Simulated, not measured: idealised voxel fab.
process module | voxel released beams
cross-section cut | 205 nm wide | cells 5 nm
A cross-section is a grid of square cells, given in bands from the top down. A band is one or more rows of cells.
Each band's line starts with the height of the band's top and of its bottom, in nm. Then come its materials from left to right, each with its width in nm. One material with "throughout" fills the band from edge to edge. "air" is empty space.
Height 0 is the level under which the wafer as received is all one material. The lowest band goes on downwards, as in "0 down".
A width such as "30 to 40" changes by the same amount from each row of cells to the next, from the band's top row to its bottom row.
"no change" after a step means that no cell of the cross-section changed.
closed voids: empty space of 8 cells or more with no open way to the top, each as width x height at its distance from the left edge, in nm
after a step's settings: what the simulator itself notes on the step
overlay nm, on a step with a mask: how far to the right of its planned place the mask lay; to the left if negative
plan
1 op RECEIVE | material Si
2 op CONFORMAL_DEP | material SiN | thk nm 5
3 op DIRECTIONAL_DEP | material SiO2 | thk nm 15
4 op PATTERN | tone open | mask id ANCHOR | material resist | width nm 35 | thk nm 20 | overlay nm 0
5 op DIRECTIONAL_ETCH | etch materials SiO2 | depth nm 15
6 op STRIP | etch materials resist
7 op CONFORMAL_DEP | material TiN | thk nm 15
8 op PATTERN | tone cover | mask id BEAM | material resist | width nm 105 | thk nm 15 | overlay nm 0
9 op DIRECTIONAL_ETCH | etch materials TiN | depth nm 15
10 op STRIP | etch materials resist
11 op STRIP | etch materials SiO2
as received, after step 1
  0 down: Si throughout
  closed voids: none
first wafer at the end, as planned
  35 to 20: air 45 | TiN 20 | air 5 | TiN 80 | air 55
  20 to 5: air 50 | TiN 35 | air 120
  5 to 0: SiN throughout
  0 down: Si throughout
  closed voids: none
second wafer at the end: like start, like plan, one mistake
  0 down: Si throughout
  closed voids: none
what went wrong: step 2 ran as: op CONFORMAL_DEP | material SiO2 | thk nm 5
at the end the second wafer has, in cells: 41 fewer of SiN | 81 fewer of TiN
